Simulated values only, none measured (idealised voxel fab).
Herein follows the process module entitled voxel ribs on slabs.
Shown is cross-section cut, with a width of 260 nm and square cells of size 5 nm.
Cross-section format: a grid of square cells, given as bands from top to bottom; each band is one or more rows of cells.
Band: top and bottom heights (nm) first, top before bottom; then materials from left to right, widths in nm. "all across" marks a sole material filling the band edge to edge. "blank" denotes empty space.
Heads up on the height convention: 0 is the point under which the incoming wafer is all one material, and the lowest band has no bottom, it just keeps going down, like "z 0 and below".
So if you see something like "30 to 40" for the width, read it as the top row of the band sitting at the first number and the bottom row at the second, with every row in between moving by the same amount as the last.
It should be understood that the words "changes: none", when stated for a given step, signify that the cross-section underwent no change in any of its cells during that step.
If an empty space has no open way to the top and is at least 8 cells in size, "Enclosed cavities" lists it, written width x height at distance, where distance is measured from the left edge and every value is in nm.
On each step's line, the part that comes after the settings is the simulator's own comment on the step.
You can add "overlay nm" to a step's line. For a step with a mask, it describes how far the mask lay to the right of its planned position, and a negative number describes a lay to the left.
The planned process steps are enumerated hereunder
- 1: RECEIVE: material Si
- 2: DIRECTIONAL_DEP: material SiO2, thk nm 25
- 3: DIRECTIONAL_DEP: material SiN, thk nm 20
- 4: DIRECTIONAL_DEP: material aC, thk nm 15
- 5: PATTERN: tone cover, mask id RIB, material resist, width nm 25, thk nm 30, overlay nm 0
- 6: DIRECTIONAL_ETCH: etch materials aC, depth nm 15
- 7: STRIP: etch materials resist
- 8: DIRECTIONAL_ETCH: etch materials SiN, depth nm 15
- 9: STRIP: etch materials aC
- 10: DIRECTIONAL_DEP: material aC, thk nm 10
- 11: PATTERN: tone cover, mask id SLAB, material resist, width nm 75, thk nm 30, overlay nm 0
- 12: DIRECTIONAL_ETCH: etch materials aC, depth nm 10
- 13: STRIP: etch materials resist
- 14: DIRECTIONAL_ETCH: etch materials SiN, depth nm 5
- 15: STRIP: etch materials aC
- 16: FILL_DEP: material SiO2, thk nm 25
- 17: CMP: height nm 65
- 18: DIRECTIONAL_DEP: material TiN, thk nm 10
- 19: MASKED_ETCH: tone cover, mask id HEATER, width nm 25, etch materials TiN, depth nm 10, overlay nm 0
- 20: CONFORMAL_DEP: material SiO2, thk nm 5
Quick note for whoever runs this: the wafers start identical, but the width nm at step 19 isn't the same across them. The plan just shows what the first wafer had.
As-received state after step 1, first of several wafers, cross-section
  z 0 and below | Si all across
  Enclosed cavities: none
Here's the first of several wafers in cross-section, end of the module, after the last step, step 20
  z 80 to 75 | blank=110 / SiO2=35 / blank=115
  z 75 to 70 | blank=110 / SiO2=5 / TiN=25 / SiO2=5 / blank=115
  z 70 to 65 | SiO2=115 / TiN=25 / SiO2=120
  z 65 to 45 | SiO2 all across
  z 45 to 30 | SiO2=115 / SiN=25 / SiO2=120
  z 30 to 25 | SiO2=90 / SiN=75 / SiO2=95
  z 25 to 0 | SiO2 all across
  z 0 and below | Si all across
  Enclosed cavities: none
X-section, last wafer, module end
  z 80 to 75 | blank=100 / SiO2=60 / blank=100
  z 75 to 70 | blank=100 / SiO2=5 / TiN=50 / SiO2=5 / blank=100
  z 70 to 65 | SiO2=105 / TiN=50 / SiO2=105
  z 65 to 45 | SiO2 all across
  z 45 to 30 | SiO2=115 / SiN=25 / SiO2=120
  z 30 to 25 | SiO2=90 / SiN=75 / SiO2=95
  z 25 to 0 | SiO2 all across
  z 0 and below | Si all across
  Enclosed cavities: none
Per wafer, end of module: cells gained (+) or lost (-) per material since receipt, then closed voids
width nm 25; +30 SiN; +702 SiO2; +10 TiN; Enclosed cavities: none
width nm 30; +30 SiN; +702 SiO2; +12 TiN; Enclosed cavities: none
width nm 35; +30 SiN; +702 SiO2; +14 TiN; Enclosed cavities: none
width nm 40; +30 SiN; +702 SiO2; +16 TiN; Enclosed cavities: none
width nm 45; +30 SiN; +702 SiO2; +18 TiN; Enclosed cavities: none
width nm 50; +30 SiN; +702 SiO2; +20 TiN; Enclosed cavities: none
